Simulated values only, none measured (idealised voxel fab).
Process module heading - voxel ribs on slabs
In the cross-section labelled cut, the width is 240 nm and each square cell is 5 nm.
How to read a cross-section here: the picture is a grid of square cells, written as bands going from the top down, and any band can span one or more rows of cells.
The band entry comprises the height of the band's top followed by the height of its bottom, expressed in nm, and subsequently the band's materials from left to right, each stated together with its width in nm. Where a single material is marked with the word "edge to edge", that material fills the band from edge to edge. The word "blank" represents empty space.
It should be noted that heights are counted from 0, beneath which the wafer as supplied is of one material throughout, and that the lowest band possesses no lower boundary but continues downward, as written in "from 0 down".
So if you see something like "30..40" for the width, read it as the top row of the band sitting at the first number and the bottom row at the second, with every row in between moving by the same amount as the last.
No cell of the cross-section changed in a step that is given as "nothing altered".
Empty spaces counting at least 8 cells and having no open way to the top are listed in "Sealed cavities". The notation width x height at distance is used for each, the distance being from the left edge and all three values in nm.
Note: text after step settings on the step line = simulator remark on that step.
overlay nm: for a step with a mask, the amount by which the mask lay right of where it was planned; a negative amount means left of it.

Set out below are the planned steps of the process:
1,RECEIVE,material Si
2,DIRECTIONAL_DEP,material SiO2,thk nm 30
3,DIRECTIONAL_DEP,material SiN,thk nm 25
4,DIRECTIONAL_DEP,material aC,thk nm 10
5,PATTERN,tone cover,mask id RIB,material resist,width nm 25,thk nm 25,overlay nm 0
6,DIRECTIONAL_ETCH,etch materials aC,depth nm 10
7,STRIP,etch materials resist
8,DIRECTIONAL_ETCH,etch materials SiN,depth nm 10
9,STRIP,etch materials aC
10,PATTERN,tone cover,mask id SLAB,material resist,width nm 85,thk nm 20,overlay nm 0
11,DIRECTIONAL_ETCH,etch materials SiN,depth nm 15
12,STRIP,etch materials resist
13,FILL_DEP,material SiO2,thk nm 30
14,CMP,height nm 75
15,DIRECTIONAL_DEP,material W,thk nm 10
16,DIRECTIONAL_DEP,material aC,thk nm 15
17,PATTERN,tone cover,mask id HEATER,material resist,width nm 35,thk nm 35,overlay nm 0
18,DIRECTIONAL_ETCH,etch materials aC,depth nm 15
19,STRIP,etch materials resist
20,DIRECTIONAL_ETCH,etch materials W,depth nm 10
21,STRIP,etch materials aC
22,CONFORMAL_DEP,material SiN,thk nm 10

Cross-sectional view of the wafer in its as-received condition, corresponding to the state after step 1:
from 0 down = Si edge to edge
Sealed cavities: none

End-of-module cross-section. Starting structure and process plan as above; one mistake made in running it:
from 95 to 85 = SiN 110, then blank 15, then SiN 115
from 85 to 75 = W 100, then SiN 35, then W 105
from 75 to 55 = SiO2 edge to edge
from 55 to 45 = SiO2 105, then SiN 25, then SiO2 110
from 45 to 30 = SiO2 75, then SiN 85, then SiO2 80
from 30 to 0 = SiO2 edge to edge
from 0 down = Si edge to edge
Sealed cavities: none
Deviation from plan: off-plan run, step 17, actual operation and settings PATTERN,tone open,mask id HEATER,material resist,width nm 35,thk nm 35,overlay nm 0
